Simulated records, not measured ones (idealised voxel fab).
Presented below is a process module, voxel trench capacitor.
This is section cut - it's 245 nm across, gridded in 5 nm square cells.
We lay out every cross-section as a grid of square cells and spell it out in bands from the top down, where one band means one or more rows of cells.
It is stipulated that each band's entry specify, in nanometres, the height of the top of the band and then that of its bottom, followed by the materials of the band in left-to-right sequence, each together with its width in nanometres. A single material marked by the word "all across" is understood to fill the band from edge to edge; the word "blank" is understood to denote empty space.
Height is counted from the level 0, under which the received wafer is composed throughout of one material. The lowest of the bands is not closed at the bottom but continues downward, in the notation "0 down".
With a width like "30..40", each row of cells in the band differs from the next by the same amount, the top row carrying the first number and the bottom row the second.
Where the words "stayed the same" appear for a step, the cross-section shows no cell changed by that step; every cell remained as before.
The entry titled "Unvented cavities" provides the empty spaces that have no open way to the top, restricted to those of 8 cells or more. Each is presented as width x height at distance, the distance being measured from the left edge, with all three in nm.
That trailing text on a step's line, after the settings, is the simulator's own remark on the step.
"overlay nm", when on a step's line for a step with a mask, measures how far to the right of its planned place the mask lay; a negative measure means to the left.
[Steps planned for the process]
1,RECEIVE | material Si
2,CONFORMAL_DEP | material SiN | thk nm 5
3,PATTERN | tone open | mask id TRENCH | material resist | width nm 25 | pitch nm 40 | thk nm 20 | overlay nm 0
4,DIRECTIONAL_ETCH | etch materials SiN | depth nm 5
5,DIRECTIONAL_ETCH | etch materials Si | depth nm 40
6,STRIP | etch materials resist
7,CONFORMAL_DEP | material Al2O3 | thk nm 5
8,CONFORMAL_DEP | material TiN | thk nm 5
9,FILL_DEP | material W | thk nm 10
10,CMP | height nm 5
[as received, after step 1]
* 0 down  Si all across
* Unvented cavities: none
[Wafer cross-section at end of module: start and plan as shown above, one execution error]
* 25 to 15  W all across
* 15 to 10  TiN (80) / W (5) / TiN (35) / W (5) / TiN (35) / W (5) / TiN (80)
* 10 to 5  Al2O3 (75) / TiN (5) / W (5) / TiN (5) / Al2O3 (25) / TiN (5) / W (5) / TiN (5) / Al2O3 (25) / TiN (5) / W (5) / TiN (5) / Al2O3 (75)
* 5 to 0  SiN (70) / Al2O3 (5) / TiN (5) / W (5) / TiN (5) / Al2O3 (5) / SiN (15) / Al2O3 (5) / TiN (5) / W (5) / TiN (5) / Al2O3 (5) / SiN (15) / Al2O3 (5) / TiN (5) / W (5) / TiN (5) / Al2O3 (5) / SiN (70)
* 0 to -30  Si (70) / Al2O3 (5) / TiN (5) / W (5) / TiN (5) / Al2O3 (5) / Si (15) / Al2O3 (5) / TiN (5) / W (5) / TiN (5) / Al2O3 (5) / Si (15) / Al2O3 (5) / TiN (5) / W (5) / TiN (5) / Al2O3 (5) / Si (70)
* -30 to -35  Si (70) / Al2O3 (5) / TiN (15) / Al2O3 (5) / Si (15) / Al2O3 (5) / TiN (15) / Al2O3 (5) / Si (15) / Al2O3 (5) / TiN (15) / Al2O3 (5) / Si (70)
* -35 to -40  Si (70) / Al2O3 (25) / Si (15) / Al2O3 (25) / Si (15) / Al2O3 (25) / Si (70)
* -40 down  Si all across
* Unvented cavities: none
Which mistake was made when the wafer was run? step 10 was left out
